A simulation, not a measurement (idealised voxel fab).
process module | voxel self aligned vias
cross-section cut | 240 nm wide | cells 5 nm
A cross-section is a grid of square cells, given in bands from the top down. A band is one or more rows of cells.
Each band's line starts with the height of the band's top and of its bottom, in nm. Then come its materials from left to right, each with its width in nm. One material with "throughout" fills the band from edge to edge. "air" is empty space.
Height 0 is the level under which the wafer as received is all one material. The lowest band goes on downwards, as in "0 down".
A width such as "30 to 40" changes by the same amount from each row of cells to the next, from the band's top row to its bottom row.
"no change" after a step means that no cell of the cross-section changed.
closed voids: empty space of 8 cells or more with no open way to the top, each as width x height at its distance from the left edge, in nm
after a step's settings: what the simulator itself notes on the step
overlay nm, on a step with a mask: how far to the right of its planned place the mask lay; to the left if negative
plan
1 op RECEIVE | material Si
2 op CONFORMAL_DEP | material SiO2 | thk nm 15
3 op CONFORMAL_DEP | material SiCN | thk nm 5
4 op DIRECTIONAL_DEP | material lowk | thk nm 25
5 op MASKED_ETCH | tone open | mask id LINES | width nm 30 | pitch nm 65 | etch materials lowk | depth nm 25 | overlay nm 0
6 op CONFORMAL_DEP | material TiN | thk nm 5
7 op FILL_DEP | material W | thk nm 10
8 op CMP | height nm 45
9 op SELECTIVE_ETCH | etch materials W Ru TiN | depth nm 10
10 op FILL_DEP | material SiN | thk nm 5
11 op CMP | height nm 45
12 op DIRECTIONAL_DEP | material lowk | thk nm 20
13 op PATTERN | tone open | mask id VIAS | material resist | width nm 40 | pitch nm 65 | thk nm 15 | overlay nm 0
14 op DIRECTIONAL_ETCH | etch materials lowk | depth nm 20
15 op DIRECTIONAL_ETCH | etch materials SiN | depth nm 10
16 op STRIP | etch materials resist
17 op CONFORMAL_DEP | material TiN | thk nm 5
18 op FILL_DEP | material Cu | thk nm 5
19 op CMP | height nm 65
20 op CONFORMAL_DEP | material SiCN | thk nm 5
as received, after step 1
  0 down: Si throughout
  closed voids: none
a wafer at the end: this start, this plan, one mistake
  70 to 65: SiCN throughout
  65 to 50: lowk 25 | TiN 5 | Cu 30 | TiN 5 | lowk 25 | TiN 5 | Cu 30 | TiN 5 | lowk 25 | TiN 5 | Cu 30 | TiN 5 | lowk 45
  50 to 45: lowk 25 | TiN 20 | Cu 15 | TiN 5 | lowk 25 | TiN 20 | Cu 15 | TiN 5 | lowk 25 | TiN 20 | Cu 15 | TiN 5 | lowk 45
  45 to 40: lowk 40 | TiN 5 | Cu 15 | TiN 5 | SiN 5 | lowk 35 | TiN 5 | Cu 15 | TiN 5 | SiN 5 | lowk 35 | TiN 5 | Cu 15 | TiN 5 | SiN 5 | lowk 40
  40 to 35: lowk 40 | TiN 25 | SiN 5 | lowk 35 | TiN 25 | SiN 5 | lowk 35 | TiN 25 | SiN 5 | lowk 40
  35 to 25: lowk 40 | TiN 5 | W 20 | TiN 5 | lowk 35 | TiN 5 | W 20 | TiN 5 | lowk 35 | TiN 5 | W 20 | TiN 5 | lowk 40
  25 to 20: lowk 40 | TiN 30 | lowk 35 | TiN 30 | lowk 35 | TiN 30 | lowk 40
  20 to 15: SiCN throughout
  15 to 0: SiO2 throughout
  0 down: Si throughout
  closed voids: none
what went wrong: step 13 ran as: op PATTERN | tone open | mask id VIAS | material resist | width nm 40 | pitch nm 65 | thk nm 15 | overlay nm -10
